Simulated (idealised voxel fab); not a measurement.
process module | voxel ribs on slabs
cross-section cut | 215 nm wide | cells 5 nm
A cross-section is a grid of square cells, given in bands from the top down. A band is one or more rows of cells.
Each band's line starts with the height of the band's top and of its bottom, in nm. Then come its materials from left to right, each with its width in nm. One material with "throughout" fills the band from edge to edge. "air" is empty space.
Height 0 is the level under which the wafer as received is all one material. The lowest band goes on downwards, as in "0 down".
A width such as "30 to 40" changes by the same amount from each row of cells to the next, from the band's top row to its bottom row.
"no change" after a step means that no cell of the cross-section changed.
closed voids: empty space of 8 cells or more with no open way to the top, each as width x height at its distance from the left edge, in nm
after a step's settings: what the simulator itself notes on the step
overlay nm, on a step with a mask: how far to the right of its planned place the mask lay; to the left if negative
plan
1 op RECEIVE | material Si
2 op DIRECTIONAL_DEP | material SiO2 | thk nm 30
3 op DIRECTIONAL_DEP | material polySi | thk nm 15
4 op PATTERN | tone cover | mask id RIB | material resist | width nm 20 | thk nm 15 | overlay nm 0
5 op DIRECTIONAL_ETCH | etch materials polySi | depth nm 10
6 op STRIP | etch materials resist
7 op DIRECTIONAL_DEP | material aC | thk nm 10
8 op PATTERN | tone cover | mask id SLAB | material resist | width nm 70 | thk nm 30 | overlay nm 0
9 op DIRECTIONAL_ETCH | etch materials aC | depth nm 10
10 op STRIP | etch materials resist
11 op DIRECTIONAL_ETCH | etch materials polySi | depth nm 5
12 op STRIP | etch materials aC
13 op FILL_DEP | material SiO2 | thk nm 20
14 op CMP | height nm 55
15 op DIRECTIONAL_DEP | material TiN | thk nm 5
16 op DIRECTIONAL_DEP | material aC | thk nm 10
17 op PATTERN | tone cover | mask id HEATER | material resist | width nm 30 | thk nm 30 | overlay nm 0
18 op DIRECTIONAL_ETCH | etch materials aC | depth nm 10
19 op STRIP | etch materials resist
20 op DIRECTIONAL_ETCH | etch materials TiN | depth nm 5
21 op STRIP | etch materials aC
22 op CONFORMAL_DEP | material SiO2 | thk nm 5
as received, after step 1
  0 down: Si throughout
  closed voids: none
a wafer at the end: this start, this plan, one mistake
  65 to 60: air 85 | SiO2 40 | air 90
  60 to 55: SiO2 90 | TiN 30 | SiO2 95
  55 to 35: SiO2 throughout
  35 to 30: SiO2 70 | polySi 25 | SiO2 20 | polySi 25 | SiO2 75
  30 to 0: SiO2 throughout
  0 down: Si throughout
  closed voids: none
what went wrong: steps 3 and 4 were swapped
